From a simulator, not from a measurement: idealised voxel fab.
Herein follows the process module entitled voxel self aligned contacts.
The cross-section shown here is cut; it is 250 nm wide and divided into square cells measuring 5 nm on a side.
Bands, listed from the top down, are how a cross-section gets written in this document; the cross-section itself is a grid of square cells, and a band is one or more rows of them. Basically the band line says how high the top is and how high the bottom is, in nm, and then what's in it from left to right, every material with its width in nm. Empty space shows up as "empty", and if a single material carries "everywhere" it runs the full band edge to edge. Heads up on the height convention: 0 is the point under which the incoming wafer is all one material, and the lowest band has no bottom, it just keeps going down, like "0 nm and below". The expression "30->40" gives the width at the extremes of the band, the first number at its top row of cells and the second at its bottom row, with the width changing by equal amounts from each row to the next in between. You'll sometimes find "stayed the same" written for a step, and that's the way of saying that nowhere in the cross-section did a cell change during that step. "Closed cavities" - sealed voids, min. 8 cells, no opening to top; format: width x height at distance (distance from left edge; nm throughout). Formally, on a step line, whatever follows the settings is a remark that the simulator itself makes on the step. overlay nm: mask right of planned place by this much (step with mask). Neg. = left. What follows is a series of pairs. Each pair shows a cross-section before one process step and the cross-section after it, and the after view is drawn only down to the lowest band that changed. Beneath each pair is the step that lies between the two, with its settings. Pairs may come from different runs of this module on the same starting wafer, so a pair continues from the one above it only where its entry headed "Pre-step section" says so.
Pre-step section:
  55 nm to 25 nm: 80 SiN; 10 empty; 65 SiN; 10 empty; 85 SiN
  25 nm to 10 nm: 70 polySi; 10 SiN; 10 empty; 10 SiN; 45 polySi; 10 SiN; 10 empty; 10 SiN; 75 polySi
  10 nm to 0 nm: 70 polySi; 30 SiN; 45 polySi; 30 SiN; 75 polySi
  0 nm to -5 nm: SiO2 everywhere
  -5 nm and below: Si everywhere
  Closed cavities: none
Result of Step:
  45 nm to 25 nm: 80 SiN; 10 empty; 65 SiN; 10 empty; 85 SiN
  25 nm to 0 nm: 70 polySi; 10 SiN; 10 empty; 10 SiN; 45 polySi; 10 SiN; 10 empty; 10 SiN; 75 polySi
  Under 0: no change, same as before.
  Closed cavities: none
Processing between the before and after sections above: op DIRECTIONAL_ETCH | etch materials SiN | depth nm 10
Pre-step section: starting point is the after cross-section of the pair just above.
Result of Step:
  60 nm to 45 nm: SiO2 everywhere
  45 nm to 25 nm: 80 SiN; 10 SiO2; 65 SiN; 10 SiO2; 85 SiN
  25 nm to 0 nm: 70 polySi; 10 SiN; 10 SiO2; 10 SiN; 45 polySi; 10 SiN; 10 SiO2; 10 SiN; 75 polySi
  Under 0: no change, same as before.
  Closed cavities: none
Processing between the before and after sections above: op FILL_DEP | material SiO2 | thk nm 15
Pre-step section: starting point is the after cross-section of the pair just above.
Result of Step:
  55 nm to 45 nm: SiO2 everywhere
  Under 45: no change, same as before.
  Closed cavities: none
Processing between the before and after sections above: op CMP | height nm 55
Pre-step section: starting point is the after cross-section of the pair just above.
Result of Step:
  70 nm to 55 nm: aC everywhere
  Under 55: no change, same as before.
  Closed cavities: none
Processing between the before and after sections above: op DIRECTIONAL_DEP | material aC | thk nm 15
Pre-step section: starting point is the after cross-section of the pair just above.
Result of Step:
  100 nm to 70 nm: 95 resist; 55 empty; 100 resist
  Under 70: no change, same as before.
  Closed cavities: none
Processing between the before and after sections above: op PATTERN | tone open | mask id CONTACT | material resist | width nm 55 | thk nm 30 | overlay nm 0
Pre-step section: starting point is the after cross-section of the pair just above.
Result of Step:
  85 nm to 70 nm: 95 resist; 55 empty; 100 resist
  70 nm to 55 nm: 95 aC; 55 empty; 100 aC
  Under 55: no change, same as before.
  Closed cavities: none
Processing between the before and after sections above: op DIRECTIONAL_ETCH | etch materials aC | depth nm 15
Pre-step section: starting point is the after cross-section of the pair just above.
Result of Step:
  70 nm to 55 nm: 95 aC; 55 empty; 100 aC
  Under 55: no change, same as before.
  Closed cavities: none
Processing between the before and after sections above: op STRIP | etch materials resist
Pre-step section: starting point is the after cross-section of the pair just above.
Result of Step:
  70 nm to 55 nm: 95 aC; 55 empty; 100 aC
  55 nm to 45 nm: 95 SiO2; 55 empty; 100 SiO2
  Under 45: no change, same as before.
  Closed cavities: none
Processing between the before and after sections above: op DIRECTIONAL_ETCH | etch materials SiO2 | depth nm 60
Pre-step section: starting point is the after cross-section of the pair just above.
Result of Step:
  55 nm to 45 nm: 95 SiO2; 55 empty; 100 SiO2
  Under 45: no change, same as before.
  Closed cavities: none
Processing between the before and after sections above: op STRIP | etch materials aC
Pre-step section: starting point is the after cross-section of the pair just above.
Result of Step:
  60 nm to 55 nm: 100 TiN; 45 empty; 105 TiN
  55 nm to 50 nm: 95 SiO2; 5 TiN; 45 empty; 5 TiN; 100 SiO2
  50 nm to 45 nm: 95 SiO2; 55 TiN; 100 SiO2
  Under 45: no change, same as before.
  Closed cavities: none
Processing between the before and after sections above: op CONFORMAL_DEP | material TiN | thk nm 5
Pre-step section: starting point is the after cross-section of the pair just above.
Result of Step:
  65 nm to 60 nm: W everywhere
  60 nm to 55 nm: 100 TiN; 45 W; 105 TiN
  55 nm to 50 nm: 95 SiO2; 5 TiN; 45 W; 5 TiN; 100 SiO2
  Under 50: no change, same as before.
  Closed cavities: none
Processing between the before and after sections above: op FILL_DEP | material W | thk nm 5
Pre-step section: starting point is the after cross-section of the pair just above.
Result of Step:
  55 nm to 50 nm: 95 SiO2; 5 TiN; 45 W; 5 TiN; 100 SiO2
  Under 50: no change, same as before.
  Closed cavities: none
Processing between the before and after sections above: op CMP | height nm 55
Pre-step section: starting point is the after cross-section of the pair just above.
Result of Step:
  60 nm to 55 nm: SiCN everywhere
  Under 55: no change, same as before.
  Closed cavities: none
Processing between the before and after sections above: op CONFORMAL_DEP | material SiCN | thk nm 5
